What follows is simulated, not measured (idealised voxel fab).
Process module heading - voxel wiring stack
We display cut, a cross-section 250 nm in width whose square cells are each 5 nm.
This document writes a cross-section as a grid whose cells are square, and gives it as bands, listed from the top down; one or more rows of cells form a band. Band: top and bottom heights (nm) first, top before bottom; then materials from left to right, widths in nm. "edge to edge" marks a sole material filling the band edge to edge. "blank" denotes empty space. Height 0 is the level under which the wafer as received is all one material. The lowest band goes on downwards, as in "0 down". Width: "30 to 40" (first number = top row, second number = bottom row, same change from row to row of cells). Where a step carries "no alteration", the cross-section came out of it unchanged, cell for cell. Voids not open to the top, 8 cells minimum: see "Internal closed voids". Written width x height at distance; distance is from the left edge; nm. Where a step's line continues beyond its settings, the continuation is a remark by the simulator itself on that step. The "overlay nm" setting may appear on a step's line; for a step that uses a mask, it gives how far to the right of its planned position the mask lay, and a negative value indicates the left. Structure of the following material. The material consists of pairs of cross-sections. Each pair comprises the cross-section before one process step and the cross-section after that step, the latter shown only down to the lowest band that changed. The step between the cross-sections is specified beneath each pair, including its settings. Pairs are not necessarily consecutive: they may derive from different runs of this module performed on the same starting wafer. Continuity with the pair above is to be assumed only where the entry headed "Geometry before processing" of the pair in question states it.
Geometry before processing:
* 65 to 60: SiCN: 60  blank: 15  SiCN: 85  blank: 15  SiCN: 75
* 60 to 30: lowk edge to edge
* 30 to 15: SiO2: 60  Ru: 30  SiO2: 20  Ru: 30  SiO2: 20  Ru: 30  SiO2: 60
* 15 to 10: SiO2: 60  TiN: 30  SiO2: 20  TiN: 30  SiO2: 20  TiN: 30  SiO2: 60
* 10 to 0: SiO2 edge to edge
* 0 down: Si edge to edge
* Internal closed voids: none
Resultant Cross-Section:
* 70 to 65: TiN: 65  blank: 5  TiN: 95  blank: 5  TiN: 80
* 65 to 60: SiCN: 60  TiN: 15  SiCN: 85  TiN: 15  SiCN: 75
* All layers under 60 are left as they were.
* Internal closed voids: none
So what happened between those two cross-sections up there? CONFORMAL_DEP (material TiN; thk nm 5)
Geometry before processing: For the state before this step, see the after cross-section of the pair located directly above.
Resultant Cross-Section:
* 75 to 70: Ru edge to edge
* 70 to 65: TiN: 65  Ru: 5  TiN: 95  Ru: 5  TiN: 80
* All layers under 65 are left as they were.
* Internal closed voids: none
So what happened between those two cross-sections up there? FILL_DEP (material Ru; thk nm 5)
Geometry before processing: For the state before this step, see the after cross-section of the pair located directly above.
Resultant Cross-Section:
* 65 to 60: SiCN: 60  TiN: 15  SiCN: 85  TiN: 15  SiCN: 75
* All layers under 60 are left as they were.
* Internal closed voids: none
So what happened between those two cross-sections up there? CMP (height nm 65)
Geometry before processing: For the state before this step, see the after cross-section of the pair located directly above.
Resultant Cross-Section:
* 70 to 65: SiCN edge to edge
* All layers under 65 are left as they were.
* Internal closed voids: none
So what happened between those two cross-sections up there? CONFORMAL_DEP (material SiCN; thk nm 5)
Geometry before processing: For the state before this step, see the after cross-section of the pair located directly above.
Resultant Cross-Section:
* 80 to 70: lowk edge to edge
* All layers under 70 are left as they were.
* Internal closed voids: none
So what happened between those two cross-sections up there? DIRECTIONAL_DEP (material lowk; thk nm 10)
Geometry before processing: For the state before this step, see the after cross-section of the pair located directly above.
Resultant Cross-Section:
* 100 to 80: resist: 60  blank: 15  resist: 35  blank: 15  resist: 35  blank: 15  resist: 75
* All layers under 80 are left as they were.
* Internal closed voids: none
So what happened between those two cross-sections up there? PATTERN (tone open; mask id PLUG_2; material resist; width nm 15; pitch nm 50; thk nm 20; overlay nm 0)
Geometry before processing: For the state before this step, see the after cross-section of the pair located directly above.
Resultant Cross-Section:
* 100 to 80: resist: 60  blank: 15  resist: 35  blank: 15  resist: 35  blank: 15  resist: 75
* 80 to 70: lowk: 60  blank: 15  lowk: 35  blank: 15  lowk: 35  blank: 15  lowk: 75
* All layers under 70 are left as they were.
* Internal closed voids: none
So what happened between those two cross-sections up there? DIRECTIONAL_ETCH (etch materials lowk; depth nm 10)
Geometry before processing: For the state before this step, see the after cross-section of the pair located directly above.
Resultant Cross-Section:
* 100 to 80: resist: 60  blank: 15  resist: 35  blank: 15  resist: 35  blank: 15  resist: 75
* 80 to 70: lowk: 60  blank: 15  lowk: 35  blank: 15  lowk: 35  blank: 15  lowk: 75
* 70 to 65: SiCN: 60  blank: 15  SiCN: 35  blank: 15  SiCN: 35  blank: 15  SiCN: 75
* All layers under 65 are left as they were.
* Internal closed voids: none
So what happened between those two cross-sections up there? DIRECTIONAL_ETCH (etch materials SiCN; depth nm 5)
Geometry before processing: For the state before this step, see the after cross-section of the pair located directly above.
Resultant Cross-Section:
* 80 to 70: lowk: 60  blank: 15  lowk: 35  blank: 15  lowk: 35  blank: 15  lowk: 75
* All layers under 70 are left as they were.
* Internal closed voids: none
So what happened between those two cross-sections up there? STRIP (etch materials resist)
Geometry before processing: For the state before this step, see the after cross-section of the pair located directly above.
Resultant Cross-Section:
* 80 to 75: lowk: 60  blank: 15  lowk: 35  blank: 15  lowk: 35  blank: 15  lowk: 75
* 75 to 70: lowk: 60  Ru: 15  lowk: 35  blank: 15  lowk: 35  Ru: 15  lowk: 75
* 70 to 65: SiCN: 60  Ru: 15  SiCN: 35  blank: 15  SiCN: 35  Ru: 15  SiCN: 75
* All layers under 65 are left as they were.
* Internal closed voids: none
So what happened between those two cross-sections up there? EPI (material Ru; thk nm 10)
Geometry before processing: For the state before this step, see the after cross-section of the pair located directly above.
Resultant Cross-Section:
* 80 to 70: lowk: 60  Ru: 15  lowk: 35  blank: 15  lowk: 35  Ru: 15  lowk: 75
* All layers under 70 are left as they were.
* Internal closed voids: none
So what happened between those two cross-sections up there? EPI (material Ru; thk nm 5)
Geometry before processing: For the state before this step, see the after cross-section of the pair located directly above.
Resultant Cross-Section:
* 85 to 80: SiCN: 115  blank: 5  SiCN: 130
* 80 to 70: lowk: 60  Ru: 15  lowk: 35  SiCN: 5  blank: 5  SiCN: 5  lowk: 35  Ru: 15  lowk: 75
* 70 to 65: SiCN: 60  Ru: 15  SiCN: 85  Ru: 15  SiCN: 75
* All layers under 65 are left as they were.
* Internal closed voids: none
So what happened between those two cross-sections up there? CONFORMAL_DEP (material SiCN; thk nm 5)
Geometry before processing: For the state before this step, see the after cross-section of the pair located directly above.
Resultant Cross-Section:
* 110 to 95: SiO2: 115  blank: 5  SiO2: 130
* 95 to 85: SiO2 edge to edge
* 85 to 80: SiCN: 115  SiO2: 5  SiCN: 130
* 80 to 70: lowk: 60  Ru: 15  lowk: 35  SiCN: 5  SiO2: 5  SiCN: 5  lowk: 35  Ru: 15  lowk: 75
* All layers under 70 are left as they were.
* Internal closed voids: none
So what happened between those two cross-sections up there? DIRECTIONAL_DEP (material SiO2; thk nm 25)
Geometry before processing: For the state before this step, see the after cross-section of the pair located directly above.
Resultant Cross-Section:
* 125 to 110: resist: 60  blank: 30  resist: 20  blank: 30  resist: 20  blank: 30  resist: 60
* All layers under 110 are left as they were.
* Internal closed voids: none
So what happened between those two cross-sections up there? PATTERN (tone open; mask id METAL_3; material resist; width nm 30; pitch nm 50; thk nm 15; overlay nm 0)
Geometry before processing: For the state before this step, see the after cross-section of the pair located directly above.
Resultant Cross-Section:
* 125 to 110: resist: 60  blank: 30  resist: 20  blank: 30  resist: 20  blank: 30  resist: 60
* 110 to 85: SiO2: 60  blank: 30  SiO2: 20  blank: 30  SiO2: 20  blank: 30  SiO2: 60
* 85 to 80: SiCN: 115  blank: 5  SiCN: 130
* 80 to 70: lowk: 60  Ru: 15  lowk: 35  SiCN: 5  blank: 5  SiCN: 5  lowk: 35  Ru: 15  lowk: 75
* All layers under 70 are left as they were.
* Internal closed voids: none
So what happened between those two cross-sections up there? DIRECTIONAL_ETCH (etch materials SiO2; depth nm 25)
Geometry before processing: For the state before this step, see the after cross-section of the pair located directly above.
Resultant Cross-Section:
* 125 to 110: resist: 60  blank: 30  resist: 20  blank: 30  resist: 20  blank: 30  resist: 60
* 110 to 85: SiO2: 60  blank: 30  SiO2: 20  blank: 30  SiO2: 20  blank: 30  SiO2: 60
* 85 to 80: SiCN: 60  blank: 30  SiCN: 20  blank: 30  SiCN: 20  blank: 30  SiCN: 60
* 80 to 70: lowk: 60  Ru: 15  lowk: 35  SiCN: 5  blank: 5  SiCN: 5  lowk: 35  Ru: 15  lowk: 75
* 70 to 65: SiCN: 60  Ru: 15  SiCN: 40  blank: 5  SiCN: 40  Ru: 15  SiCN: 75
* All layers under 65 are left as they were.
* Internal closed voids: none
So what happened between those two cross-sections up there? DIRECTIONAL_ETCH (etch materials SiCN; depth nm 5)
Geometry before processing: For the state before this step, see the after cross-section of the pair located directly above.
Resultant Cross-Section:
* 110 to 85: SiO2: 60  blank: 30  SiO2: 20  blank: 30  SiO2: 20  blank: 30  SiO2: 60
* All layers under 85 are left as they were.
* Internal closed voids: none
So what happened between those two cross-sections up there? STRIP (etch materials resist)
Geometry before processing: For the state before this step, see the after cross-section of the pair located directly above.
Resultant Cross-Section:
* 115 to 110: TiN: 65  blank: 20  TiN: 30  blank: 20  TiN: 30  blank: 20  TiN: 65
* 110 to 85: SiO2: 60  TiN: 5  blank: 20  TiN: 5  SiO2: 20  TiN: 5  blank: 20  TiN: 5  SiO2: 20  TiN: 5  blank: 20  TiN: 5  SiO2: 60
* 85 to 80: SiCN: 60  TiN: 30  SiCN: 20  TiN: 30  SiCN: 20  TiN: 30  SiCN: 60
* 80 to 70: lowk: 60  Ru: 15  lowk: 35  SiCN: 5  TiN: 5  SiCN: 5  lowk: 35  Ru: 15  lowk: 75
* 70 to 65: SiCN: 60  Ru: 15  SiCN: 40  TiN: 5  SiCN: 40  Ru: 15  SiCN: 75
* All layers under 65 are left as they were.
* Internal closed voids: none
So what happened between those two cross-sections up there? CONFORMAL_DEP (material TiN; thk nm 5)
Geometry before processing: For the state before this step, see the after cross-section of the pair located directly above.
Resultant Cross-Section:
* 120 to 115: Ru edge to edge
* 115 to 110: TiN: 65  Ru: 20  TiN: 30  Ru: 20  TiN: 30  Ru: 20  TiN: 65
* 110 to 85: SiO2: 60  TiN: 5  Ru: 20  TiN: 5  SiO2: 20  TiN: 5  Ru: 20  TiN: 5  SiO2: 20  TiN: 5  Ru: 20  TiN: 5  SiO2: 60
* All layers under 85 are left as they were.
* Internal closed voids: none
So what happened between those two cross-sections up there? FILL_DEP (material Ru; thk nm 5)
Geometry before processing: For the state before this step, see the after cross-section of the pair located directly above.
Resultant Cross-Section:
* 110 to 85: SiO2: 60  TiN: 5  Ru: 20  TiN: 5  SiO2: 20  TiN: 5  Ru: 20  TiN: 5  SiO2: 20  TiN: 5  Ru: 20  TiN: 5  SiO2: 60
* All layers under 85 are left as they were.
* Internal closed voids: none
So what happened between those two cross-sections up there? CMP (height nm 110)
Geometry before processing: For the state before this step, see the after cross-section of the pair located directly above.
Resultant Cross-Section:
* 115 to 110: SiN edge to edge
* All layers under 110 are left as they were.
* Internal closed voids: none
So what happened between those two cross-sections up there? CONFORMAL_DEP (material SiN; thk nm 5)
Geometry before processing:
* 35 to 30: SiO2 edge to edge
* 30 to 15: SiO2: 60  Ru: 30  SiO2: 20  Ru: 30  SiO2: 20  Ru: 30  SiO2: 60
* 15 to 10: SiO2: 60  TiN: 30  SiO2: 20  TiN: 30  SiO2: 20  TiN: 30  SiO2: 60
* 10 to 0: SiO2 edge to edge
* 0 down: Si edge to edge
* Internal closed voids: none
Resultant Cross-Section:
* 20 to 15: SiO2: 60  Ru: 30  SiO2: 20  Ru: 30  SiO2: 20  Ru: 30  SiO2: 60
* All layers under 15 are left as they were.
* Internal closed voids: none
So what happened between those two cross-sections up there? CMP (height nm 20)
Geometry before processing: For the state before this step, see the after cross-section of the pair located directly above.
Resultant Cross-Section:
* 25 to 20: SiCN edge to edge
* All layers under 20 are left as they were.
* Internal closed voids: none
So what happened between those two cross-sections up there? CONFORMAL_DEP (material SiCN; thk nm 5)
Geometry before processing: For the state before this step, see the after cross-section of the pair located directly above.
Resultant Cross-Section:
* 55 to 25: lowk edge to edge
* All layers under 25 are left as they were.
* Internal closed voids: none
So what happened between those two cross-sections up there? DIRECTIONAL_DEP (material lowk; thk nm 30)
Geometry before processing: For the state before this step, see the after cross-section of the pair located directly above.
Resultant Cross-Section:
* 55 to 35: lowk: 60  blank: 30  lowk: 20  blank: 30  lowk: 20  blank: 30  lowk: 60
* All layers under 35 are left as they were.
* Internal closed voids: none
So what happened between those two cross-sections up there? MASKED_ETCH (tone open; mask id METAL_2; width nm 30; pitch nm 50; etch materials lowk; depth nm 20; overlay nm 0)
Geometry before processing: For the state before this step, see the after cross-section of the pair located directly above.
Resultant Cross-Section:
* 55 to 35: lowk: 60  blank: 30  lowk: 20  blank: 30  lowk: 20  blank: 30  lowk: 60
* 35 to 25: lowk: 60  blank: 15  lowk: 85  blank: 15  lowk: 75
* All layers under 25 are left as they were.
* Internal closed voids: none
So what happened between those two cross-sections up there? MASKED_ETCH (tone open; mask id METAL_2_HOLES; width nm 15; pitch nm 100; etch materials lowk; depth nm 10; overlay nm 0)
Geometry before processing: For the state before this step, see the after cross-section of the pair located directly above.
Resultant Cross-Section:
* 55 to 35: lowk: 60  blank: 30  lowk: 20  blank: 30  lowk: 20  blank: 30  lowk: 60
* 35 to 25: lowk: 60  blank: 15  lowk: 85  blank: 15  lowk: 75
* 25 to 20: SiCN: 60  blank: 15  SiCN: 85  blank: 15  SiCN: 75
* All layers under 20 are left as they were.
* Internal closed voids: none
So what happened between those two cross-sections up there? MASKED_ETCH (tone open; mask id METAL_2_HOLES; width nm 15; pitch nm 100; etch materials SiCN; depth nm 5; overlay nm 0)
Geometry before processing: For the state before this step, see the after cross-section of the pair located directly above.
Resultant Cross-Section:
* 60 to 55: TiN: 65  blank: 20  TiN: 30  blank: 20  TiN: 30  blank: 20  TiN: 65
* 55 to 40: lowk: 60  TiN: 5  blank: 20  TiN: 5  lowk: 20  TiN: 5  blank: 20  TiN: 5  lowk: 20  TiN: 5  blank: 20  TiN: 5  lowk: 60
* 40 to 35: lowk: 60  TiN: 5  blank: 5  TiN: 20  lowk: 20  TiN: 30  lowk: 20  TiN: 5  blank: 5  TiN: 20  lowk: 60
* 35 to 25: lowk: 60  TiN: 5  blank: 5  TiN: 5  lowk: 85  TiN: 5  blank: 5  TiN: 5  lowk: 75
* 25 to 20: SiCN: 60  TiN: 15  SiCN: 85  TiN: 15  SiCN: 75
* All layers under 20 are left as they were.
* Internal closed voids: none
So what happened between those two cross-sections up there? CONFORMAL_DEP (material TiN; thk nm 5)
Geometry before processing: For the state before this step, see the after cross-section of the pair located directly above.
Resultant Cross-Section:
* 65 to 60: Ru edge to edge
* 60 to 55: TiN: 65  Ru: 20  TiN: 30  Ru: 20  TiN: 30  Ru: 20  TiN: 65
* 55 to 40: lowk: 60  TiN: 5  Ru: 20  TiN: 5  lowk: 20  TiN: 5  Ru: 20  TiN: 5  lowk: 20  TiN: 5  Ru: 20  TiN: 5  lowk: 60
* 40 to 35: lowk: 60  TiN: 5  Ru: 5  TiN: 20  lowk: 20  TiN: 30  lowk: 20  TiN: 5  Ru: 5  TiN: 20  lowk: 60
* 35 to 25: lowk: 60  TiN: 5  Ru: 5  TiN: 5  lowk: 85  TiN: 5  Ru: 5  TiN: 5  lowk: 75
* All layers under 25 are left as they were.
* Internal closed voids: none
So what happened between those two cross-sections up there? FILL_DEP (material Ru; thk nm 5)
Geometry before processing: For the state before this step, see the after cross-section of the pair located directly above.
Resultant Cross-Section:
* 70 to 65: SiCN edge to edge
* All layers under 65 are left as they were.
* Internal closed voids: none
So what happened between those two cross-sections up there? CONFORMAL_DEP (material SiCN; thk nm 5)
Geometry before processing: For the state before this step, see the after cross-section of the pair located directly above.
Resultant Cross-Section:
* 80 to 70: lowk edge to edge
* All layers under 70 are left as they were.
* Internal closed voids: none
So what happened between those two cross-sections up there? DIRECTIONAL_DEP (material lowk; thk nm 10)
Geometry before processing: For the state before this step, see the after cross-section of the pair located directly above.
Resultant Cross-Section:
* 100 to 80: resist: 60  blank: 15  resist: 35  blank: 15  resist: 35  blank: 15  resist: 75
* All layers under 80 are left as they were.
* Internal closed voids: none
So what happened between those two cross-sections up there? PATTERN (tone open; mask id PLUG_2; material resist; width nm 15; pitch nm 50; thk nm 20; overlay nm 0)
Geometry before processing: For the state before this step, see the after cross-section of the pair located directly above.
Resultant Cross-Section:
* 100 to 80: resist: 60  blank: 15  resist: 35  blank: 15  resist: 35  blank: 15  resist: 75
* 80 to 70: lowk: 60  blank: 15  lowk: 35  blank: 15  lowk: 35  blank: 15  lowk: 75
* All layers under 70 are left as they were.
* Internal closed voids: none
So what happened between those two cross-sections up there? DIRECTIONAL_ETCH (etch materials lowk; depth nm 10)
Geometry before processing: For the state before this step, see the after cross-section of the pair located directly above.
Resultant Cross-Section:
* 100 to 80: resist: 60  blank: 15  resist: 35  blank: 15  resist: 35  blank: 15  resist: 75
* 80 to 70: lowk: 60  blank: 15  lowk: 35  blank: 15  lowk: 35  blank: 15  lowk: 75
* 70 to 65: SiCN: 60  blank: 15  SiCN: 35  blank: 15  SiCN: 35  blank: 15  SiCN: 75
* All layers under 65 are left as they were.
* Internal closed voids: none
So what happened between those two cross-sections up there? DIRECTIONAL_ETCH (etch materials SiCN; depth nm 5)
Geometry before processing: For the state before this step, see the after cross-section of the pair located directly above.
Resultant Cross-Section:
* 80 to 70: lowk: 60  blank: 15  lowk: 35  blank: 15  lowk: 35  blank: 15  lowk: 75
* All layers under 70 are left as they were.
* Internal closed voids: none
So what happened between those two cross-sections up there? STRIP (etch materials resist)
Geometry before processing: For the state before this step, see the after cross-section of the pair located directly above.
Resultant Cross-Section:
* 80 to 75: lowk: 60  blank: 15  lowk: 35  blank: 15  lowk: 35  blank: 15  lowk: 75
* 75 to 70: lowk: 60  Ru: 15  lowk: 35  Ru: 15  lowk: 35  Ru: 15  lowk: 75
* 70 to 65: SiCN: 60  Ru: 15  SiCN: 35  Ru: 15  SiCN: 35  Ru: 15  SiCN: 75
* All layers under 65 are left as they were.
* Internal closed voids: none
So what happened between those two cross-sections up there? EPI (material Ru; thk nm 10)
Geometry before processing: For the state before this step, see the after cross-section of the pair located directly above.
Resultant Cross-Section:
* 80 to 70: lowk: 60  Ru: 15  lowk: 35  Ru: 15  lowk: 35  Ru: 15  lowk: 75
* All layers under 70 are left as they were.
* Internal closed voids: none
So what happened between those two cross-sections up there? EPI (material Ru; thk nm 5)
Geometry before processing: For the state before this step, see the after cross-section of the pair located directly above.
Resultant Cross-Section:
* 85 to 80: SiCN edge to edge
* All layers under 80 are left as they were.
* Internal closed voids: none
So what happened between those two cross-sections up there? CONFORMAL_DEP (material SiCN; thk nm 5)
Geometry before processing: For the state before this step, see the after cross-section of the pair located directly above.
Resultant Cross-Section:
* 110 to 85: SiO2 edge to edge
* All layers under 85 are left as they were.
* Internal closed voids: none
So what happened between those two cross-sections up there? DIRECTIONAL_DEP (material SiO2; thk nm 25)
Geometry before processing: For the state before this step, see the after cross-section of the pair located directly above.
Resultant Cross-Section:
* 125 to 110: resist: 60  blank: 30  resist: 20  blank: 30  resist: 20  blank: 30  resist: 60
* All layers under 110 are left as they were.
* Internal closed voids: none
So what happened between those two cross-sections up there? PATTERN (tone open; mask id METAL_3; material resist; width nm 30; pitch nm 50; thk nm 15; overlay nm 0)
Geometry before processing: For the state before this step, see the after cross-section of the pair located directly above.
Resultant Cross-Section:
* 125 to 110: resist: 60  blank: 30  resist: 20  blank: 30  resist: 20  blank: 30  resist: 60
* 110 to 85: SiO2: 60  blank: 30  SiO2: 20  blank: 30  SiO2: 20  blank: 30  SiO2: 60
* All layers under 85 are left as they were.
* Internal closed voids: none
So what happened between those two cross-sections up there? DIRECTIONAL_ETCH (etch materials SiO2; depth nm 25)
Geometry before processing: For the state before this step, see the after cross-section of the pair located directly above.
Resultant Cross-Section:
* 125 to 110: resist: 60  blank: 30  resist: 20  blank: 30  resist: 20  blank: 30  resist: 60
* 110 to 85: SiO2: 60  blank: 30  SiO2: 20  blank: 30  SiO2: 20  blank: 30  SiO2: 60
* 85 to 80: SiCN: 60  blank: 30  SiCN: 20  blank: 30  SiCN: 20  blank: 30  SiCN: 60
* All layers under 80 are left as they were.
* Internal closed voids: none
So what happened between those two cross-sections up there? DIRECTIONAL_ETCH (etch materials SiCN; depth nm 5)
Geometry before processing: For the state before this step, see the after cross-section of the pair located directly above.
Resultant Cross-Section:
* 110 to 85: SiO2: 60  blank: 30  SiO2: 20  blank: 30  SiO2: 20  blank: 30  SiO2: 60
* All layers under 85 are left as they were.
* Internal closed voids: none
So what happened between those two cross-sections up there? STRIP (etch materials resist)
Geometry before processing: For the state before this step, see the after cross-section of the pair located directly above.
Resultant Cross-Section:
* 115 to 110: TiN: 65  blank: 20  TiN: 30  blank: 20  TiN: 30  blank: 20  TiN: 65
* 110 to 85: SiO2: 60  TiN: 5  blank: 20  TiN: 5  SiO2: 20  TiN: 5  blank: 20  TiN: 5  SiO2: 20  TiN: 5  blank: 20  TiN: 5  SiO2: 60
* 85 to 80: SiCN: 60  TiN: 30  SiCN: 20  TiN: 30  SiCN: 20  TiN: 30  SiCN: 60
* All layers under 80 are left as they were.
* Internal closed voids: none
So what happened between those two cross-sections up there? CONFORMAL_DEP (material TiN; thk nm 5)
Geometry before processing: For the state before this step, see the after cross-section of the pair located directly above.
Resultant Cross-Section:
* 120 to 115: Ru edge to edge
* 115 to 110: TiN: 65  Ru: 20  TiN: 30  Ru: 20  TiN: 30  Ru: 20  TiN: 65
* 110 to 85: SiO2: 60  TiN: 5  Ru: 20  TiN: 5  SiO2: 20  TiN: 5  Ru: 20  TiN: 5  SiO2: 20  TiN: 5  Ru: 20  TiN: 5  SiO2: 60
* All layers under 85 are left as they were.
* Internal closed voids: none
So what happened between those two cross-sections up there? FILL_DEP (material Ru; thk nm 5)
Geometry before processing: For the state before this step, see the after cross-section of the pair located directly above.
Resultant Cross-Section:
* 110 to 85: SiO2: 60  TiN: 5  Ru: 20  TiN: 5  SiO2: 20  TiN: 5  Ru: 20  TiN: 5  SiO2: 20  TiN: 5  Ru: 20  TiN: 5  SiO2: 60
* All layers under 85 are left as they were.
* Internal closed voids: none
So what happened between those two cross-sections up there? CMP (height nm 110)
Geometry before processing: For the state before this step, see the after cross-section of the pair located directly above.
Resultant Cross-Section:
* 115 to 110: SiN edge to edge
* All layers under 110 are left as they were.
* Internal closed voids: none
So what happened between those two cross-sections up there? CONFORMAL_DEP (material SiN; thk nm 5)
Geometry before processing:
* 110 to 85: SiO2 edge to edge
* 85 to 80: SiCN edge to edge
* 80 to 70: lowk: 60  Ru: 15  lowk: 35  Ru: 15  lowk: 35  Ru: 15  lowk: 75
* 70 to 65: SiCN: 60  Ru: 15  SiCN: 35  Ru: 15  SiCN: 35  Ru: 15  SiCN: 75
* 65 to 50: lowk: 60  TiN: 5  Ru: 20  TiN: 5  lowk: 20  TiN: 5  Ru: 20  TiN: 5  lowk: 20  TiN: 5  Ru: 20  TiN: 5  lowk: 60
* 50 to 45: lowk: 60  TiN: 5  Ru: 5  TiN: 20  lowk: 20  TiN: 30  lowk: 20  TiN: 5  Ru: 5  TiN: 20  lowk: 60
* 45 to 35: lowk: 60  TiN: 5  Ru: 5  TiN: 5  lowk: 85  TiN: 5  Ru: 5  TiN: 5  lowk: 75
* 35 to 30: SiCN: 60  TiN: 15  SiCN: 85  TiN: 15  SiCN: 75
* 30 to 15: SiO2: 60  Ru: 30  SiO2: 20  Ru: 30  SiO2: 20  Ru: 30  SiO2: 60
* 15 to 10: SiO2: 60  TiN: 30  SiO2: 20  TiN: 30  SiO2: 20  TiN: 30  SiO2: 60
* 10 to 0: SiO2 edge to edge
* 0 down: Si edge to edge
* Internal closed voids: none
Resultant Cross-Section:
* 125 to 110: resist: 65  blank: 20  resist: 30  blank: 20  resist: 30  blank: 20  resist: 65
* All layers under 110 are left as they were.
* Internal closed voids: none
So what happened between those two cross-sections up there? PATTERN (tone open; mask id METAL_3; material resist; width nm 20; pitch nm 50; thk nm 15; overlay nm 0)
Geometry before processing: For the state before this step, see the after cross-section of the pair located directly above.
Resultant Cross-Section:
* 125 to 110: resist: 65  blank: 20  resist: 30  blank: 20  resist: 30  blank: 20  resist: 65
* 110 to 85: SiO2: 65  blank: 20  SiO2: 30  blank: 20  SiO2: 30  blank: 20  SiO2: 65
* All layers under 85 are left as they were.
* Internal closed voids: none
So what happened between those two cross-sections up there? DIRECTIONAL_ETCH (etch materials SiO2; depth nm 25)
Geometry before processing: For the state before this step, see the after cross-section of the pair located directly above.
Resultant Cross-Section:
* 125 to 110: resist: 65  blank: 20  resist: 30  blank: 20  resist: 30  blank: 20  resist: 65
* 110 to 85: SiO2: 65  blank: 20  SiO2: 30  blank: 20  SiO2: 30  blank: 20  SiO2: 65
* 85 to 80: SiCN: 65  blank: 20  SiCN: 30  blank: 20  SiCN: 30  blank: 20  SiCN: 65
* All layers under 80 are left as they were.
* Internal closed voids: none
So what happened between those two cross-sections up there? DIRECTIONAL_ETCH (etch materials SiCN; depth nm 5)
Geometry before processing: For the state before this step, see the after cross-section of the pair located directly above.
Resultant Cross-Section:
* 110 to 85: SiO2: 65  blank: 20  SiO2: 30  blank: 20  SiO2: 30  blank: 20  SiO2: 65
* All layers under 85 are left as they were.
* Internal closed voids: none
So what happened between those two cross-sections up there? STRIP (etch materials resist)
Geometry before processing: For the state before this step, see the after cross-section of the pair located directly above.
Resultant Cross-Section:
* 115 to 110: TiN: 70  blank: 10  TiN: 40  blank: 10  TiN: 40  blank: 10  TiN: 70
* 110 to 85: SiO2: 65  TiN: 5  blank: 10  TiN: 5  SiO2: 30  TiN: 5  blank: 10  TiN: 5  SiO2: 30  TiN: 5  blank: 10  TiN: 5  SiO2: 65
* 85 to 80: SiCN: 65  TiN: 20  SiCN: 30  TiN: 20  SiCN: 30  TiN: 20  SiCN: 65
* All layers under 80 are left as they were.
* Internal closed voids: none
So what happened between those two cross-sections up there? CONFORMAL_DEP (material TiN; thk nm 5)
Geometry before processing: For the state before this step, see the after cross-section of the pair located directly above.
Resultant Cross-Section:
* 120 to 115: Ru edge to edge
* 115 to 110: TiN: 70  Ru: 10  TiN: 40  Ru: 10  TiN: 40  Ru: 10  TiN: 70
* 110 to 85: SiO2: 65  TiN: 5  Ru: 10  TiN: 5  SiO2: 30  TiN: 5  Ru: 10  TiN: 5  SiO2: 30  TiN: 5  Ru: 10  TiN: 5  SiO2: 65
* All layers under 85 are left as they were.
* Internal closed voids: none
So what happened between those two cross-sections up there? FILL_DEP (material Ru; thk nm 5)
Geometry before processing: For the state before this step, see the after cross-section of the pair located directly above.
Resultant Cross-Section:
* 110 to 85: SiO2: 65  TiN: 5  Ru: 10  TiN: 5  SiO2: 30  TiN: 5  Ru: 10  TiN: 5  SiO2: 30  TiN: 5  Ru: 10  TiN: 5  SiO2: 65
* All layers under 85 are left as they were.
* Internal closed voids: none
So what happened between those two cross-sections up there? CMP (height nm 110)
Geometry before processing: For the state before this step, see the after cross-section of the pair located directly above.
Resultant Cross-Section:
* 115 to 110: SiN edge to edge
* All layers under 110 are left as they were.
* Internal closed voids: none
So what happened between those two cross-sections up there? CONFORMAL_DEP (material SiN; thk nm 5)
Geometry before processing:
* 80 to 70: lowk edge to edge
* 70 to 65: SiCN edge to edge
* 65 to 50: lowk: 60  TiN: 5  Ru: 20  TiN: 5  lowk: 20  TiN: 5  Ru: 20  TiN: 5  lowk: 20  TiN: 5  Ru: 20  TiN: 5  lowk: 60
* 50 to 45: lowk: 60  TiN: 5  Ru: 5  TiN: 20  lowk: 20  TiN: 30  lowk: 20  TiN: 5  Ru: 5  TiN: 20  lowk: 60
* 45 to 35: lowk: 60  TiN: 5  Ru: 5  TiN: 5  lowk: 85  TiN: 5  Ru: 5  TiN: 5  lowk: 75
* 35 to 30: SiCN: 60  TiN: 15  SiCN: 85  TiN: 15  SiCN: 75
* 30 to 15: SiO2: 60  Ru: 30  SiO2: 20  Ru: 30  SiO2: 20  Ru: 30  SiO2: 60
* 15 to 10: SiO2: 60  TiN: 30  SiO2: 20  TiN: 30  SiO2: 20  TiN: 30  SiO2: 60
* 10 to 0: SiO2 edge to edge
* 0 down: Si edge to edge
* Internal closed voids: none
Resultant Cross-Section:
* 100 to 80: resist: 55  blank: 15  resist: 35  blank: 15  resist: 35  blank: 15  resist: 80
* All layers under 80 are left as they were.
* Internal closed voids: none
So what happened between those two cross-sections up there? PATTERN (tone open; mask id PLUG_2; material resist; width nm 15; pitch nm 50; thk nm 20; overlay nm -5)
Geometry before processing: For the state before this step, see the after cross-section of the pair located directly above.
Resultant Cross-Section:
* 100 to 80: resist: 55  blank: 15  resist: 35  blank: 15  resist: 35  blank: 15  resist: 80
* 80 to 70: lowk: 55  blank: 15  lowk: 35  blank: 15  lowk: 35  blank: 15  lowk: 80
* All layers under 70 are left as they were.
* Internal closed voids: none
So what happened between those two cross-sections up there? DIRECTIONAL_ETCH (etch materials lowk; depth nm 10)
Geometry before processing: For the state before this step, see the after cross-section of the pair located directly above.
Resultant Cross-Section:
* 100 to 80: resist: 55  blank: 15  resist: 35  blank: 15  resist: 35  blank: 15  resist: 80
* 80 to 70: lowk: 55  blank: 15  lowk: 35  blank: 15  lowk: 35  blank: 15  lowk: 80
* 70 to 65: SiCN: 55  blank: 15  SiCN: 35  blank: 15  SiCN: 35  blank: 15  SiCN: 80
* All layers under 65 are left as they were.
* Internal closed voids: none
So what happened between those two cross-sections up there? DIRECTIONAL_ETCH (etch materials SiCN; depth nm 5)
Geometry before processing: For the state before this step, see the after cross-section of the pair located directly above.
Resultant Cross-Section:
* 80 to 70: lowk: 55  blank: 15  lowk: 35  blank: 15  lowk: 35  blank: 15  lowk: 80
* All layers under 70 are left as they were.
* Internal closed voids: none
So what happened between those two cross-sections up there? STRIP (etch materials resist)
Geometry before processing: For the state before this step, see the after cross-section of the pair located directly above.
Resultant Cross-Section:
* 80 to 75: lowk: 55  blank: 15  lowk: 35  blank: 15  lowk: 35  blank: 15  lowk: 80
* 75 to 70: lowk: 55  Ru: 15  lowk: 35  Ru: 15  lowk: 35  Ru: 15  lowk: 80
* 70 to 65: SiCN: 55  Ru: 15  SiCN: 35  Ru: 15  SiCN: 35  Ru: 15  SiCN: 80
* All layers under 65 are left as they were.
* Internal closed voids: none
So what happened between those two cross-sections up there? EPI (material Ru; thk nm 10)
